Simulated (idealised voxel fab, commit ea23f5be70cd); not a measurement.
This is a process module. Its name is voxel wiring stack.
Pictured: cross-section cut, 300 nm wide, on a grid of 5 nm square cells.
Cross-section, as written here: a square-cell grid given band by band from the top down, where a band holds one or more rows of cells. Look at the band entry: it leads with the top's height and the bottom's height in nm. Then it lists the materials left to right, with a width in nm for each. The word "full width" on a single material says that material fills the band edge to edge. The word "air" is empty space. Height is counted from the level 0, under which the received wafer is composed throughout of one material. The lowest of the bands is not closed at the bottom but continues downward, in the notation "top 0, no bottom". Width: "30->40" (first number = top row, second number = bottom row, same change from row to row of cells). Where a step carries "remains unaltered", the cross-section came out of it unchanged, cell for cell. "Fully sealed voids" means: voids of 8 cells or more that are shut off from the top with no open way through. Written width x height at distance, distance from the left edge, in nm. The remark found on a step's line after its settings is issued by the simulator itself and pertains to that step. overlay nm: for a step with a mask, the amount by which the mask lay right of where it was planned; a negative amount means left of it. Below you will find pairs of cross-sections. In each, one shows the wafer before one process step and the other after it, with the after view ending at the lowest band that changed. Under each pair is the step separating them, along with its settings. Do not assume the pairs form a chain: they can come from different runs of this module on the same starting wafer, and a pair continues from the pair above it only when its "Pre-process" entry says so.
### Pre-process
    top 180, bottom 155 | 85 nm resist; 15 nm air; 20 nm resist; 15 nm air; 20 nm resist; 15 nm air; 20 nm resist; 15 nm air; 95 nm resist
    top 155, bottom 145 | aC full width
    top 145, bottom 125 | SiO2 full width
    top 125, bottom 120 | SiCN full width
    top 120, bottom 100 | 85 nm SiO2; 20 nm Ru; 15 nm SiO2; 20 nm Ru; 15 nm SiO2; 20 nm Ru; 15 nm SiO2; 20 nm Ru; 90 nm SiO2
    top 100, bottom 95 | 85 nm SiO2; 20 nm TiN; 15 nm SiO2; 20 nm TiN; 15 nm SiO2; 20 nm TiN; 15 nm SiO2; 20 nm TiN; 90 nm SiO2
    top 95, bottom 85 | 85 nm SiO2; 15 nm Ru; 20 nm SiO2; 15 nm Ru; 20 nm SiO2; 15 nm Ru; 20 nm SiO2; 15 nm Ru; 95 nm SiO2
    top 85, bottom 80 | 85 nm SiCN; 15 nm Ru; 20 nm SiCN; 15 nm Ru; 20 nm SiCN; 15 nm Ru; 20 nm SiCN; 15 nm Ru; 95 nm SiCN
    top 80, bottom 70 | 95 nm Cu; 5 nm TiN; 5 nm SiO2; 5 nm TiN; 20 nm Cu; 5 nm TiN; 5 nm SiO2; 5 nm TiN; 20 nm Cu; 5 nm TiN; 5 nm SiO2; 5 nm TiN; 20 nm Cu; 5 nm TiN; 5 nm SiO2; 5 nm TiN; 85 nm Cu
    top 70, bottom 65 | 90 nm TiN; 5 nm Cu; 5 nm TiN; 5 nm SiO2; 20 nm TiN; 5 nm Cu; 5 nm TiN; 5 nm SiO2; 20 nm TiN; 5 nm Cu; 5 nm TiN; 5 nm SiO2; 20 nm TiN; 5 nm Cu; 5 nm TiN; 5 nm SiO2; 90 nm TiN
    top 65, bottom 55 | 85 nm SiO2; 5 nm TiN; 5 nm Cu; 5 nm TiN; 20 nm SiO2; 5 nm TiN; 5 nm Cu; 5 nm TiN; 20 nm SiO2; 5 nm TiN; 5 nm Cu; 5 nm TiN; 20 nm SiO2; 5 nm TiN; 5 nm Cu; 5 nm TiN; 95 nm SiO2
    top 55, bottom 50 | 85 nm SiO2; 15 nm TiN; 20 nm SiO2; 15 nm TiN; 20 nm SiO2; 15 nm TiN; 20 nm SiO2; 15 nm TiN; 95 nm SiO2
    top 50, bottom 45 | SiCN full width
    top 45, bottom 20 | 85 nm SiO2; 20 nm Ru; 15 nm SiO2; 20 nm Ru; 15 nm SiO2; 20 nm Ru; 15 nm SiO2; 20 nm Ru; 90 nm SiO2
    top 20, bottom 15 | 85 nm SiO2; 20 nm TiN; 15 nm SiO2; 20 nm TiN; 15 nm SiO2; 20 nm TiN; 15 nm SiO2; 20 nm TiN; 90 nm SiO2
    top 15, bottom 0 | SiO2 full width
    top 0, no bottom | Si full width
    Fully sealed voids: none
### Resultant Cross-Section
    top 170, bottom 155 | 85 nm resist; 15 nm air; 20 nm resist; 15 nm air; 20 nm resist; 15 nm air; 20 nm resist; 15 nm air; 95 nm resist
    top 155, bottom 145 | 85 nm aC; 15 nm air; 20 nm aC; 15 nm air; 20 nm aC; 15 nm air; 20 nm aC; 15 nm air; 95 nm aC
    All layers under 145 are left as they were.
    Fully sealed voids: none
So what happens between those two cross-sections up there? DIRECTIONAL_ETCH: etch materials aC, depth nm 10
Pre-process: For the state before this step, see the after cross-section of the pair located directly above.
### Resultant Cross-Section
    top 155, bottom 145 | 85 nm aC; 15 nm air; 20 nm aC; 15 nm air; 20 nm aC; 15 nm air; 20 nm aC; 15 nm air; 95 nm aC
    All layers under 145 are left as they were.
    Fully sealed voids: none
So what happens between those two cross-sections up there? STRIP: etch materials resist
Pre-process: For the state before this step, see the after cross-section of the pair located directly above.
### Resultant Cross-Section
    top 155, bottom 145 | 85 nm aC; 15 nm air; 20 nm aC; 15 nm air; 20 nm aC; 15 nm air; 20 nm aC; 15 nm air; 95 nm aC
    top 145, bottom 125 | 85 nm SiO2; 15 nm air; 20 nm SiO2; 15 nm air; 20 nm SiO2; 15 nm air; 20 nm SiO2; 15 nm air; 95 nm SiO2
    All layers under 125 are left as they were.
    Fully sealed voids: none
So what happens between those two cross-sections up there? DIRECTIONAL_ETCH: etch materials SiO2, depth nm 20
Pre-process: For the state before this step, see the after cross-section of the pair located directly above.
### Resultant Cross-Section
    top 155, bottom 145 | 85 nm aC; 15 nm air; 20 nm aC; 15 nm air; 20 nm aC; 15 nm air; 20 nm aC; 15 nm air; 95 nm aC
    top 145, bottom 125 | 85 nm SiO2; 15 nm air; 20 nm SiO2; 15 nm air; 20 nm SiO2; 15 nm air; 20 nm SiO2; 15 nm air; 95 nm SiO2
    top 125, bottom 120 | 85 nm SiCN; 15 nm air; 20 nm SiCN; 15 nm air; 20 nm SiCN; 15 nm air; 20 nm SiCN; 15 nm air; 95 nm SiCN
    All layers under 120 are left as they were.
    Fully sealed voids: none
So what happens between those two cross-sections up there? DIRECTIONAL_ETCH: etch materials SiCN, depth nm 5
Pre-process: For the state before this step, see the after cross-section of the pair located directly above.
### Resultant Cross-Section
    top 145, bottom 125 | 85 nm SiO2; 15 nm air; 20 nm SiO2; 15 nm air; 20 nm SiO2; 15 nm air; 20 nm SiO2; 15 nm air; 95 nm SiO2
    All layers under 125 are left as they were.
    Fully sealed voids: none
So what happens between those two cross-sections up there? STRIP: etch materials aC
Pre-process: For the state before this step, see the after cross-section of the pair located directly above.
### Resultant Cross-Section
    top 150, bottom 145 | 90 nm TiN; 5 nm air; 30 nm TiN; 5 nm air; 30 nm TiN; 5 nm air; 30 nm TiN; 5 nm air; 100 nm TiN
    top 145, bottom 125 | 85 nm SiO2; 5 nm TiN; 5 nm air; 5 nm TiN; 20 nm SiO2; 5 nm TiN; 5 nm air; 5 nm TiN; 20 nm SiO2; 5 nm TiN; 5 nm air; 5 nm TiN; 20 nm SiO2; 5 nm TiN; 5 nm air; 5 nm TiN; 95 nm SiO2
    top 125, bottom 120 | 85 nm SiCN; 15 nm TiN; 20 nm SiCN; 15 nm TiN; 20 nm SiCN; 15 nm TiN; 20 nm SiCN; 15 nm TiN; 95 nm SiCN
    All layers under 120 are left as they were.
    Fully sealed voids: none
So what happens between those two cross-sections up there? CONFORMAL_DEP: material TiN, thk nm 5
Pre-process: For the state before this step, see the after cross-section of the pair located directly above.
### Resultant Cross-Section
    top 160, bottom 150 | Cu full width
    top 150, bottom 145 | 90 nm TiN; 5 nm Cu; 30 nm TiN; 5 nm Cu; 30 nm TiN; 5 nm Cu; 30 nm TiN; 5 nm Cu; 100 nm TiN
    top 145, bottom 125 | 85 nm SiO2; 5 nm TiN; 5 nm Cu; 5 nm TiN; 20 nm SiO2; 5 nm TiN; 5 nm Cu; 5 nm TiN; 20 nm SiO2; 5 nm TiN; 5 nm Cu; 5 nm TiN; 20 nm SiO2; 5 nm TiN; 5 nm Cu; 5 nm TiN; 95 nm SiO2
    All layers under 125 are left as they were.
    Fully sealed voids: none
So what happens between those two cross-sections up there? FILL_DEP: material Cu, thk nm 10
Pre-process: For the state before this step, see the after cross-section of the pair located directly above.
### Resultant Cross-Section
    top 145, bottom 125 | 85 nm SiO2; 5 nm TiN; 5 nm Cu; 5 nm TiN; 20 nm SiO2; 5 nm TiN; 5 nm Cu; 5 nm TiN; 20 nm SiO2; 5 nm TiN; 5 nm Cu; 5 nm TiN; 20 nm SiO2; 5 nm TiN; 5 nm Cu; 5 nm TiN; 95 nm SiO2
    All layers under 125 are left as they were.
    Fully sealed voids: none
So what happens between those two cross-sections up there? CMP: height nm 145
Pre-process: For the state before this step, see the after cross-section of the pair located directly above.
### Resultant Cross-Section
    top 150, bottom 145 | TiN full width
    All layers under 145 are left as they were.
    Fully sealed voids: none
So what happens between those two cross-sections up there? DIRECTIONAL_DEP: material TiN, thk nm 5
Pre-process: For the state before this step, see the after cross-section of the pair located directly above.
### Resultant Cross-Section
    top 175, bottom 150 | W full width
    All layers under 150 are left as they were.
    Fully sealed voids: none
So what happens between those two cross-sections up there? DIRECTIONAL_DEP: material W, thk nm 25
Pre-process: For the state before this step, see the after cross-section of the pair located directly above.
### Resultant Cross-Section
    top 175, bottom 150 | 85 nm air; 20 nm W; 15 nm air; 20 nm W; 15 nm air; 20 nm W; 15 nm air; 20 nm W; 90 nm air
    All layers under 150 are left as they were.
    Fully sealed voids: none
So what happens between those two cross-sections up there? MASKED_ETCH: tone cover, mask id METAL_4, width nm 20, pitch nm 35, etch materials W, depth nm 25, overlay nm 0
Pre-process: For the state before this step, see the after cross-section of the pair located directly above.
### Resultant Cross-Section
    top 175, bottom 150 | 85 nm air; 20 nm W; 15 nm air; 20 nm W; 15 nm air; 20 nm W; 15 nm air; 20 nm W; 90 nm air
    top 150, bottom 145 | 85 nm air; 20 nm TiN; 15 nm air; 20 nm TiN; 15 nm air; 20 nm TiN; 15 nm air; 20 nm TiN; 90 nm air
    All layers under 145 are left as they were.
    Fully sealed voids: none
So what happens between those two cross-sections up there? MASKED_ETCH: tone cover, mask id METAL_4, width nm 20, pitch nm 35, etch materials TiN, depth nm 5, overlay nm 0
Pre-process: For the state before this step, see the after cross-section of the pair located directly above.
### Resultant Cross-Section
    top 180, bottom 175 | 80 nm air; 30 nm SiN; 5 nm air; 30 nm SiN; 5 nm air; 30 nm SiN; 5 nm air; 30 nm SiN; 85 nm air
    top 175, bottom 150 | 80 nm air; 5 nm SiN; 20 nm W; 5 nm SiN; 5 nm air; 5 nm SiN; 20 nm W; 5 nm SiN; 5 nm air; 5 nm SiN; 20 nm W; 5 nm SiN; 5 nm air; 5 nm SiN; 20 nm W; 5 nm SiN; 85 nm air
    top 150, bottom 145 | 85 nm SiN; 20 nm TiN; 15 nm SiN; 20 nm TiN; 15 nm SiN; 20 nm TiN; 15 nm SiN; 20 nm TiN; 90 nm SiN
    All layers under 145 are left as they were.
    Fully sealed voids: none
So what happens between those two cross-sections up there? CONFORMAL_DEP: material SiN, thk nm 5
Pre-process: For the state before this step, see the after cross-section of the pair located directly above.
### Resultant Cross-Section
    top 185, bottom 180 | lowk full width
    top 180, bottom 175 | 80 nm lowk; 30 nm SiN; 5 nm lowk; 30 nm SiN; 5 nm lowk; 30 nm SiN; 5 nm lowk; 30 nm SiN; 85 nm lowk
    top 175, bottom 150 | 80 nm lowk; 5 nm SiN; 20 nm W; 5 nm SiN; 5 nm lowk; 5 nm SiN; 20 nm W; 5 nm SiN; 5 nm lowk; 5 nm SiN; 20 nm W; 5 nm SiN; 5 nm lowk; 5 nm SiN; 20 nm W; 5 nm SiN; 85 nm lowk
    All layers under 150 are left as they were.
    Fully sealed voids: none
So what happens between those two cross-sections up there? FILL_DEP: material lowk, thk nm 5
Pre-process: For the state before this step, see the after cross-section of the pair located directly above.
### Resultant Cross-Section
    top 175, bottom 150 | 80 nm lowk; 5 nm SiN; 20 nm W; 5 nm SiN; 5 nm lowk; 5 nm SiN; 20 nm W; 5 nm SiN; 5 nm lowk; 5 nm SiN; 20 nm W; 5 nm SiN; 5 nm lowk; 5 nm SiN; 20 nm W; 5 nm SiN; 85 nm lowk
    All layers under 150 are left as they were.
    Fully sealed voids: none
So what happens between those two cross-sections up there? CMP: height nm 175
Pre-process: For the state before this step, see the after cross-section of the pair located directly above.
### Resultant Cross-Section
    top 180, bottom 175 | SiN full width
    All layers under 175 are left as they were.
    Fully sealed voids: none
So what happens between those two cross-sections up there? CONFORMAL_DEP: material SiN, thk nm 5
